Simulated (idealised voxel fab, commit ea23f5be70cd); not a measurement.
Process module heading - voxel ribs on slabs
Square cell edge 5 nm, section width 190 nm, ID cut.
Cross-section layout: square cells on a grid; listed as bands, top to bottom; a band spans one or more cell rows.
Look at the band entry: it leads with the top's height and the bottom's height in nm. Then it lists the materials left to right, with a width in nm for each. The word "all across" on a single material says that material fills the band edge to edge. The word "empty" is empty space.
Note: height 0 marks the level under which the wafer is uniformly one material as received. Lowest band unbounded below, written "0 -> down".
When a width is written as two numbers, as in "30 to 40", the first number is the width in the top row of cells of the band and the second is the width in its bottom row, and the width changes by the same amount from each row to the next.
Step marked "no change occurred"? Then no cell in the cross-section changed in it.
In "Unvented voids" the enclosed voids are listed, meaning empty spaces of 8 cells or larger without any opening to the top. The form is width x height at distance, distance from the left edge, units nm.
Note: text after step settings on the step line = simulator remark on that step.
For masked steps, "overlay nm" on the step line gives how far right of plan the mask actually lay; a minus sign means it lay to the left.

-- So here's the lineup of process steps we planned
step 1: RECEIVE, material Si
step 2: DIRECTIONAL_DEP, material SiO2, thk nm 20
step 3: DIRECTIONAL_DEP, material SiN, thk nm 20
step 4: DIRECTIONAL_DEP, material aC, thk nm 15
step 5: PATTERN, tone cover, mask id RIB, material resist, width nm 20, thk nm 30, overlay nm 0
step 6: DIRECTIONAL_ETCH, etch materials aC, depth nm 15
step 7: STRIP, etch materials resist
step 8: DIRECTIONAL_ETCH, etch materials SiN, depth nm 10
step 9: STRIP, etch materials aC
step 10: PATTERN, tone cover, mask id SLAB, material resist, width nm 70, thk nm 15, overlay nm 0
step 11: DIRECTIONAL_ETCH, etch materials SiN, depth nm 10
step 12: STRIP, etch materials resist
step 13: FILL_DEP, material SiO2, thk nm 30
step 14: CMP, height nm 60
step 15: DIRECTIONAL_DEP, material W, thk nm 5
step 16: DIRECTIONAL_DEP, material aC, thk nm 15
step 17: PATTERN, tone cover, mask id HEATER, material resist, width nm 30, thk nm 30, overlay nm 0
step 18: DIRECTIONAL_ETCH, etch materials aC, depth nm 15
step 19: STRIP, etch materials resist
step 20: DIRECTIONAL_ETCH, etch materials W, depth nm 5
step 21: STRIP, etch materials aC
step 22: CONFORMAL_DEP, material SiN, thk nm 5

-- Cross-section of the incoming wafer, state after step 1
- 0 -> down  Si all across
- Unvented voids: none

-- This is how the wafer looks in cross-section once the module is done, given the starting state and plan above and one mistake in carrying the plan out
- 65 -> 60  empty 80 nm, W 30 nm, empty 80 nm
- 60 -> 40  SiO2 all across
- 40 -> 30  SiO2 85 nm, SiN 20 nm, SiO2 85 nm
- 30 -> 20  SiO2 60 nm, SiN 70 nm, SiO2 60 nm
- 20 -> 0  SiO2 all across
- 0 -> down  Si all across
- Unvented voids: none
Run error: the plan's step 22 was left out and never carried out
